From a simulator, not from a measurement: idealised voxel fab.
The process module presented herein is designated voxel tone inversion.
Displayed cross-section: cut, width of 205 nm, square cells sized 5 nm.
Heads up, the way a cross-section reads in here is a grid of square cells, handed over as bands from the top down, with every band being one or more rows of cells.
What a band's entry tells you: where the top is and where the bottom is, as heights in nm, and after that what lies inside, material by material from left to right, each with its width in nm. Empty space is written as the word "air", and a single material marked with the word "edge to edge" occupies the band from edge to edge.
Heights are reckoned from 0. Under this level, the received wafer is all of one material. The bottommost band is open-ended downward, for example "0 down".
The width entry "30 to 40" should be interpreted row by row: the top row of cells in the band takes the first number, the bottom row takes the second number, and the change between adjacent rows is uniform throughout.
"all unchanged" (step): cross-section cells unchanged, all of them.
Listed in "Closed void entries": every empty space of 8 or more cells without an open way to the top. Form: width x height at distance, the distance being from the left edge, all in nm.
What comes after the settings on a step's line is commentary from the simulator itself on that step.
The optional step-line setting "overlay nm" applies to steps with a mask and quantifies how far to the right of its planned location the mask lay, a negative value indicating leftward placement.

Process steps (planned):
1: RECEIVE,material Si
2: CONFORMAL_DEP,material SiCN,thk nm 10
3: DIRECTIONAL_DEP,material aC,thk nm 15
4: PATTERN,tone cover,mask id POSTS,material resist,width nm 25,pitch nm 45,thk nm 20,overlay nm 0
5: DIRECTIONAL_ETCH,etch materials aC,depth nm 15
6: STRIP,etch materials resist
7: FILL_DEP,material SiO2,thk nm 10
8: CMP,height nm 25
9: STRIP,etch materials aC

Wafer cross-section on receipt, i.e. after step 1:
- 0 down  Si edge to edge
- Closed void entries: none

Cross-section, end of module. Start: as above. Plan: as above. Execution: one mistake:
- 25 to 10  air 20  SiO2 25  air 20  SiO2 25  air 20  SiO2 25  air 20  SiO2 25  air 25
- 10 to 0  SiCN edge to edge
- 0 down  Si edge to edge
- Closed void entries: none
Short version of what went wrong: step 4 ran with different settings than intended, the actual operation and settings being PATTERN,tone open,mask id POSTS,material resist,width nm 25,pitch nm 45,thk nm 20,overlay nm 0
